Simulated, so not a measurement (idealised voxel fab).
Presented below is a process module, voxel air gaps.
Pictured: cross-section cut, 275 nm wide, on a grid of 5 nm square cells.
When this document writes out a cross-section, it uses a grid of square cells and lists it as bands, beginning at the top and moving down, with a band standing for one or more rows of cells. For a band, the entry starts with two heights in nm, that of the top and then that of the bottom, and carries on with the band's materials in order from left to right, each alongside its width in nm; the word "everywhere" beside a single material means it fills the band edge to edge, and "empty" means empty space. Height datum 0, below which the as-received substrate wafer is one material. Lowest band open at the bottom, running downward: "top 0, no bottom". So if you see something like "30..40" for the width, read it as the top row of the band sitting at the first number and the bottom row at the second, with every row in between moving by the same amount as the last. "changes: none" after a step means that no cell of the cross-section changed. "Enclosed empty spaces": empty spaces of 8 cells or more with no open way to the top, each given as width x height at distance, distance from the left edge, all in nm. That trailing text on a step's line, after the settings, is the simulator's own remark on the step. If you see "overlay nm" on a step's line and that step has a mask, it's telling you how far right of where it was planned the mask ended up; a negative number means it went left instead.
**Planned process steps**
1 RECEIVE | material Si
2 CONFORMAL_DEP | material SiO2 | thk nm 10
3 CONFORMAL_DEP | material SiCN | thk nm 5
4 DIRECTIONAL_DEP | material SiO2 | thk nm 40
5 DIRECTIONAL_DEP | material aC | thk nm 10
6 PATTERN | tone open | mask id LINES | material resist | width nm 25 | pitch nm 55 | thk nm 30 | overlay nm 0
7 DIRECTIONAL_ETCH | etch materials aC | depth nm 10
8 STRIP | etch materials resist
9 DIRECTIONAL_ETCH | etch materials SiO2 | depth nm 40
10 STRIP | etch materials aC
11 CONFORMAL_DEP | material TiN | thk nm 5
12 FILL_DEP | material Ru | thk nm 10
13 CMP | height nm 55
14 EPI | material Ru | thk nm 10
15 SELECTIVE_ETCH | etch materials SiO2 | depth nm 50
16 CONFORMAL_DEP | material SiCN | thk nm 5
**The following pertains to the first of two wafers, which was processed as planned**
**As-received state of the wafer in cross-section, equivalent to post-step 1**
- top 0, no bottom  Si everywhere
- Enclosed empty spaces: none
**State of the wafer after step 2, shown in cross-section**
- top 10, bottom 0  SiO2 everywhere
- Whatever lies below 0 is exactly as it was before.
**State of the wafer after step 3, shown in cross-section**
- top 15, bottom 10  SiCN everywhere
- Whatever lies below 10 is exactly as it was before.
**State of the wafer after step 4, shown in cross-section**
- top 55, bottom 15  SiO2 everywhere
- Whatever lies below 15 is exactly as it was before.
**State of the wafer after step 5, shown in cross-section**
- top 65, bottom 55  aC everywhere
- Whatever lies below 55 is exactly as it was before.
**State of the wafer after step 6, shown in cross-section**
- top 95, bottom 65  resist: 70, empty: 25, resist: 30, empty: 25, resist: 30, empty: 25, resist: 70
- Whatever lies below 65 is exactly as it was before.
**State of the wafer after step 7, shown in cross-section**
- top 85, bottom 65  resist: 70, empty: 25, resist: 30, empty: 25, resist: 30, empty: 25, resist: 70
- top 65, bottom 55  aC: 70, empty: 25, aC: 30, empty: 25, aC: 30, empty: 25, aC: 70
- Whatever lies below 55 is exactly as it was before.
**State of the wafer after step 8, shown in cross-section**
- top 65, bottom 55  aC: 70, empty: 25, aC: 30, empty: 25, aC: 30, empty: 25, aC: 70
- Whatever lies below 55 is exactly as it was before.
**State of the wafer after step 9, shown in cross-section**
- top 65, bottom 55  aC: 70, empty: 25, aC: 30, empty: 25, aC: 30, empty: 25, aC: 70
- top 55, bottom 15  SiO2: 70, empty: 25, SiO2: 30, empty: 25, SiO2: 30, empty: 25, SiO2: 70
- Whatever lies below 15 is exactly as it was before.
**State of the wafer after step 10, shown in cross-section**
- top 55, bottom 15  SiO2: 70, empty: 25, SiO2: 30, empty: 25, SiO2: 30, empty: 25, SiO2: 70
- Whatever lies below 15 is exactly as it was before.
**State of the wafer after step 11, shown in cross-section**
- top 60, bottom 55  TiN: 75, empty: 15, TiN: 40, empty: 15, TiN: 40, empty: 15, TiN: 75
- top 55, bottom 20  SiO2: 70, TiN: 5, empty: 15, TiN: 5, SiO2: 30, TiN: 5, empty: 15, TiN: 5, SiO2: 30, TiN: 5, empty: 15, TiN: 5, SiO2: 70
- top 20, bottom 15  SiO2: 70, TiN: 25, SiO2: 30, TiN: 25, SiO2: 30, TiN: 25, SiO2: 70
- Whatever lies below 15 is exactly as it was before.
**State of the wafer after step 12, shown in cross-section**
- top 70, bottom 60  Ru everywhere
- top 60, bottom 55  TiN: 75, Ru: 15, TiN: 40, Ru: 15, TiN: 40, Ru: 15, TiN: 75
- top 55, bottom 20  SiO2: 70, TiN: 5, Ru: 15, TiN: 5, SiO2: 30, TiN: 5, Ru: 15, TiN: 5, SiO2: 30, TiN: 5, Ru: 15, TiN: 5, SiO2: 70
- Whatever lies below 20 is exactly as it was before.
**State of the wafer after step 13, shown in cross-section**
- top 55, bottom 20  SiO2: 70, TiN: 5, Ru: 15, TiN: 5, SiO2: 30, TiN: 5, Ru: 15, TiN: 5, SiO2: 30, TiN: 5, Ru: 15, TiN: 5, SiO2: 70
- Whatever lies below 20 is exactly as it was before.
**State of the wafer after step 14, shown in cross-section**
- top 65, bottom 55  empty: 60, Ru: 45, empty: 10, Ru: 45, empty: 10, Ru: 45, empty: 60
- Whatever lies below 55 is exactly as it was before.
**State of the wafer after step 15, shown in cross-section**
- top 65, bottom 55  empty: 60, Ru: 45, empty: 10, Ru: 45, empty: 10, Ru: 45, empty: 60
- top 55, bottom 20  empty: 70, TiN: 5, Ru: 15, TiN: 5, empty: 30, TiN: 5, Ru: 15, TiN: 5, empty: 30, TiN: 5, Ru: 15, TiN: 5, empty: 70
- top 20, bottom 15  empty: 70, TiN: 25, empty: 30, TiN: 25, empty: 30, TiN: 25, empty: 70
- Whatever lies below 15 is exactly as it was before.
**State of the wafer after step 16, shown in cross-section**
- top 70, bottom 65  empty: 55, SiCN: 165, empty: 55
- top 65, bottom 55  empty: 55, SiCN: 5, Ru: 45, SiCN: 10, Ru: 45, SiCN: 10, Ru: 45, SiCN: 5, empty: 55
- top 55, bottom 50  empty: 55, SiCN: 15, TiN: 5, Ru: 15, TiN: 5, SiCN: 30, TiN: 5, Ru: 15, TiN: 5, SiCN: 30, TiN: 5, Ru: 15, TiN: 5, SiCN: 15, empty: 55
- top 50, bottom 20  empty: 65, SiCN: 5, TiN: 5, Ru: 15, TiN: 5, SiCN: 5, empty: 20, SiCN: 5, TiN: 5, Ru: 15, TiN: 5, SiCN: 5, empty: 20, SiCN: 5, TiN: 5, Ru: 15, TiN: 5, SiCN: 5, empty: 65
- top 20, bottom 15  SiCN: 70, TiN: 25, SiCN: 30, TiN: 25, SiCN: 30, TiN: 25, SiCN: 70
- Whatever lies below 15 is exactly as it was before.
- Enclosed empty spaces: 20 x 30 at 100; 20 x 30 at 155
**Wafer two of the pair: same origin, same plan, one error during the run; identical to wafer one up to and including step 5**
**Second wafer, section view, time point: scheduled end of step 6**
- top 95, bottom 65  empty: 70, resist: 25, empty: 30, resist: 25, empty: 30, resist: 25, empty: 70
- Whatever lies below 65 is exactly as it was before.
**Second wafer, section view, time point: scheduled end of step 7**
- top 85, bottom 65  empty: 70, resist: 25, empty: 30, resist: 25, empty: 30, resist: 25, empty: 70
- top 65, bottom 55  empty: 70, aC: 25, empty: 30, aC: 25, empty: 30, aC: 25, empty: 70
- Whatever lies below 55 is exactly as it was before.
**Second wafer, section view, time point: scheduled end of step 8**
- top 65, bottom 55  empty: 70, aC: 25, empty: 30, aC: 25, empty: 30, aC: 25, empty: 70
- Whatever lies below 55 is exactly as it was before.
**Second wafer, section view, time point: scheduled end of step 9**
- top 65, bottom 55  empty: 70, aC: 25, empty: 30, aC: 25, empty: 30, aC: 25, empty: 70
- top 55, bottom 15  empty: 70, SiO2: 25, empty: 30, SiO2: 25, empty: 30, SiO2: 25, empty: 70
- Whatever lies below 15 is exactly as it was before.
**Second wafer, section view, time point: scheduled end of step 10**
- top 55, bottom 15  empty: 70, SiO2: 25, empty: 30, SiO2: 25, empty: 30, SiO2: 25, empty: 70
- Whatever lies below 15 is exactly as it was before.
**Second wafer, section view, time point: scheduled end of step 11**
- top 60, bottom 55  empty: 65, TiN: 35, empty: 20, TiN: 35, empty: 20, TiN: 35, empty: 65
- top 55, bottom 20  empty: 65, TiN: 5, SiO2: 25, TiN: 5, empty: 20, TiN: 5, SiO2: 25, TiN: 5, empty: 20, TiN: 5, SiO2: 25, TiN: 5, empty: 65
- top 20, bottom 15  TiN: 70, SiO2: 25, TiN: 30, SiO2: 25, TiN: 30, SiO2: 25, TiN: 70
- Whatever lies below 15 is exactly as it was before.
**Second wafer, section view, time point: scheduled end of step 12**
- top 70, bottom 60  Ru everywhere
- top 60, bottom 55  Ru: 65, TiN: 35, Ru: 20, TiN: 35, Ru: 20, TiN: 35, Ru: 65
- top 55, bottom 20  Ru: 65, TiN: 5, SiO2: 25, TiN: 5, Ru: 20, TiN: 5, SiO2: 25, TiN: 5, Ru: 20, TiN: 5, SiO2: 25, TiN: 5, Ru: 65
- Whatever lies below 20 is exactly as it was before.
**Second wafer, section view, time point: scheduled end of step 13**
- top 55, bottom 20  Ru: 65, TiN: 5, SiO2: 25, TiN: 5, Ru: 20, TiN: 5, SiO2: 25, TiN: 5, Ru: 20, TiN: 5, SiO2: 25, TiN: 5, Ru: 65
- Whatever lies below 20 is exactly as it was before.
**Second wafer, section view, time point: scheduled end of step 14**
- top 65, bottom 55  Ru: 80, empty: 5, Ru: 50, empty: 5, Ru: 50, empty: 5, Ru: 80
- Whatever lies below 55 is exactly as it was before.
**Second wafer, section view, time point: scheduled end of step 15**
- top 65, bottom 55  Ru: 80, empty: 5, Ru: 50, empty: 5, Ru: 50, empty: 5, Ru: 80
- top 55, bottom 20  Ru: 65, TiN: 5, empty: 25, TiN: 5, Ru: 20, TiN: 5, empty: 25, TiN: 5, Ru: 20, TiN: 5, empty: 25, TiN: 5, Ru: 65
- top 20, bottom 15  TiN: 70, empty: 25, TiN: 30, empty: 25, TiN: 30, empty: 25, TiN: 70
- Whatever lies below 15 is exactly as it was before.
**Second wafer, section view, time point: scheduled end of step 16**
- top 70, bottom 65  SiCN everywhere
- top 65, bottom 55  Ru: 80, SiCN: 5, Ru: 50, SiCN: 5, Ru: 50, SiCN: 5, Ru: 80
- top 55, bottom 50  Ru: 65, TiN: 5, SiCN: 25, TiN: 5, Ru: 20, TiN: 5, SiCN: 25, TiN: 5, Ru: 20, TiN: 5, SiCN: 25, TiN: 5, Ru: 65
- top 50, bottom 20  Ru: 65, TiN: 5, SiCN: 5, empty: 15, SiCN: 5, TiN: 5, Ru: 20, TiN: 5, SiCN: 5, empty: 15, SiCN: 5, TiN: 5, Ru: 20, TiN: 5, SiCN: 5, empty: 15, SiCN: 5, TiN: 5, Ru: 65
- top 20, bottom 15  TiN: 70, SiCN: 25, TiN: 30, SiCN: 25, TiN: 30, SiCN: 25, TiN: 70
- Whatever lies below 15 is exactly as it was before.
- Enclosed empty spaces: 15 x 30 at 75; 15 x 30 at 130; 15 x 30 at 185
Misprocessing identified: it should be noted that step 6 was executed with settings other than those planned, the operation and settings actually applied being PATTERN | tone cover | mask id LINES | material resist | width nm 25 | pitch nm 55 | thk nm 30 | overlay nm 0
Bottom line after processing is that, in cells, the second wafer is up or down on some materials versus the first: Ru: 225 more, SiCN: 12 fewer, TiN: 25 more
Long story short, the first wafer ends with 2 closed voids and the second one with 3.
